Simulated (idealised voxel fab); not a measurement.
This is a process module. Its name is voxel wiring stack.
Section cut is 285 nm wide and gridded with 5 nm square cells.
Cross-section format: a grid of square cells, given as bands from top to bottom; each band is one or more rows of cells. Per band: top height and bottom height in nm, followed by the left-to-right materials and their widths in nm; "all across" marks a single material spanning edge to edge, "blank" marks empty space. Below 0: as-received wafer, all one material; heights counted from there. Lowest band: no bottom, goes on down, written "0..down". Note: "30..40" means the width goes from the first number (top row of the band) to the second number (bottom row) in equal steps per row of cells. Basically "remained unchanged" means that step didn't change any cell in the cross-section. The entry "Closed cavities" lists the empty spaces that cover at least 8 cells and have no open path to the top. Each is written as width x height at distance, where the distance is measured from the left edge and all three values are in nm. Step line, after settings: the simulator's comment on this step. "overlay nm" answers the question of how far to the right of plan the mask lay on a step that has a mask, and when it is negative the answer is to the left.

# Process steps foreseen in the plan
1 RECEIVE [material Si]
2 CONFORMAL_DEP [material SiO2] [thk nm 15]
3 CONFORMAL_DEP [material SiN] [thk nm 5]
4 DIRECTIONAL_DEP [material SiO2] [thk nm 20]
5 DIRECTIONAL_DEP [material aC] [thk nm 15]
6 PATTERN [tone open] [mask id METAL_1] [material resist] [width nm 25] [pitch nm 50] [thk nm 35] [overlay nm 0]
7 DIRECTIONAL_ETCH [etch materials aC] [depth nm 15]
8 STRIP [etch materials resist]
9 DIRECTIONAL_ETCH [etch materials SiO2] [depth nm 20]
10 DIRECTIONAL_ETCH [etch materials SiN] [depth nm 5]
11 STRIP [etch materials aC]
12 CONFORMAL_DEP [material TiN] [thk nm 5]
13 FILL_DEP [material W] [thk nm 5]
14 CMP [height nm 40]
15 EPI [material Ru] [thk nm 5]
16 FILL_DEP [material SiCN] [thk nm 5]
17 DIRECTIONAL_DEP [material SiO2] [thk nm 15]
18 PATTERN [tone open] [mask id PLUG_1] [material resist] [width nm 15] [pitch nm 50] [thk nm 20] [overlay nm 0]
19 DIRECTIONAL_ETCH [etch materials SiO2] [depth nm 15]
20 DIRECTIONAL_ETCH [etch materials SiCN] [depth nm 5]
21 STRIP [etch materials resist]
22 CONFORMAL_DEP [material TiN] [thk nm 5]
23 FILL_DEP [material Ru] [thk nm 10]
24 CMP [height nm 65]
25 CONFORMAL_DEP [material SiN] [thk nm 5]
26 DIRECTIONAL_DEP [material lowk] [thk nm 20]
27 MASKED_ETCH [tone open] [mask id METAL_2] [width nm 25] [pitch nm 50] [etch materials lowk] [depth nm 20] [overlay nm 0]
28 MASKED_ETCH [tone open] [mask id METAL_2] [width nm 25] [pitch nm 50] [etch materials SiN] [depth nm 5] [overlay nm 0]
29 CONFORMAL_DEP [material TiN] [thk nm 5]
30 FILL_DEP [material Cu] [thk nm 5]
31 CMP [height nm 90]
32 CONFORMAL_DEP [material SiCN] [thk nm 5]

# Cross-section of the wafer as it came to us, i.e., already through step 1
- 0..down = Si all across
- Closed cavities: none

# first wafer at the end, as planned
- 95..90 = SiCN all across
- 90..70 = lowk: 80, then TiN: 5, then Cu: 15, then TiN: 5, then lowk: 25, then TiN: 5, then Cu: 15, then TiN: 5, then lowk: 25, then TiN: 5, then Cu: 15, then TiN: 5, then lowk: 80
- 70..65 = SiN: 80, then TiN: 25, then SiN: 25, then TiN: 25, then SiN: 25, then TiN: 25, then SiN: 80
- 65..50 = SiO2: 80, then TiN: 5, then Ru: 5, then TiN: 5, then SiO2: 35, then TiN: 5, then Ru: 5, then TiN: 5, then SiO2: 35, then TiN: 5, then Ru: 5, then TiN: 5, then SiO2: 90
- 50..45 = SiCN: 80, then TiN: 15, then SiCN: 35, then TiN: 15, then SiCN: 35, then TiN: 15, then SiCN: 90
- 45..40 = SiCN: 75, then Ru: 35, then SiCN: 15, then Ru: 35, then SiCN: 15, then Ru: 35, then SiCN: 75
- 40..20 = SiO2: 80, then TiN: 5, then W: 15, then TiN: 5, then SiO2: 25, then TiN: 5, then W: 15, then TiN: 5, then SiO2: 25, then TiN: 5, then W: 15, then TiN: 5, then SiO2: 80
- 20..15 = SiN: 80, then TiN: 25, then SiN: 25, then TiN: 25, then SiN: 25, then TiN: 25, then SiN: 80
- 15..0 = SiO2 all across
- 0..down = Si all across
- Closed cavities: none

# Same start, same plan as the first wafer - but one mistake in the run. Cross-section of the second of the two at the end of the module
- 95..90 = SiCN all across
- 90..75 = lowk: 80, then TiN: 5, then Cu: 15, then TiN: 5, then lowk: 25, then TiN: 5, then Cu: 15, then TiN: 5, then lowk: 25, then TiN: 5, then Cu: 15, then TiN: 5, then lowk: 80
- 75..70 = SiN: 80, then TiN: 25, then SiN: 25, then TiN: 25, then SiN: 25, then TiN: 25, then SiN: 80
- 70..65 = TiN: 85, then Ru: 5, then TiN: 45, then Ru: 5, then TiN: 45, then Ru: 5, then TiN: 95
- 65..50 = SiO2: 80, then TiN: 5, then Ru: 5, then TiN: 5, then SiO2: 35, then TiN: 5, then Ru: 5, then TiN: 5, then SiO2: 35, then TiN: 5, then Ru: 5, then TiN: 5, then SiO2: 90
- 50..45 = SiCN: 80, then TiN: 15, then SiCN: 35, then TiN: 15, then SiCN: 35, then TiN: 15, then SiCN: 90
- 45..40 = SiCN: 75, then Ru: 35, then SiCN: 15, then Ru: 35, then SiCN: 15, then Ru: 35, then SiCN: 75
- 40..20 = SiO2: 80, then TiN: 5, then W: 15, then TiN: 5, then SiO2: 25, then TiN: 5, then W: 15, then TiN: 5, then SiO2: 25, then TiN: 5, then W: 15, then TiN: 5, then SiO2: 80
- 20..15 = SiN: 80, then TiN: 25, then SiN: 25, then TiN: 25, then SiN: 25, then TiN: 25, then SiN: 80
- 15..0 = SiO2 all across
- 0..down = Si all across
- Closed cavities: none
Against the plan, the run slipped here: step 24 ran differently from the plan; actual operation with settings: CMP [height nm 70]
End check, counted in cells, second wafer has more or fewer of these materials than the first: Cu -9 | Ru +3 | TiN +48 | lowk -42
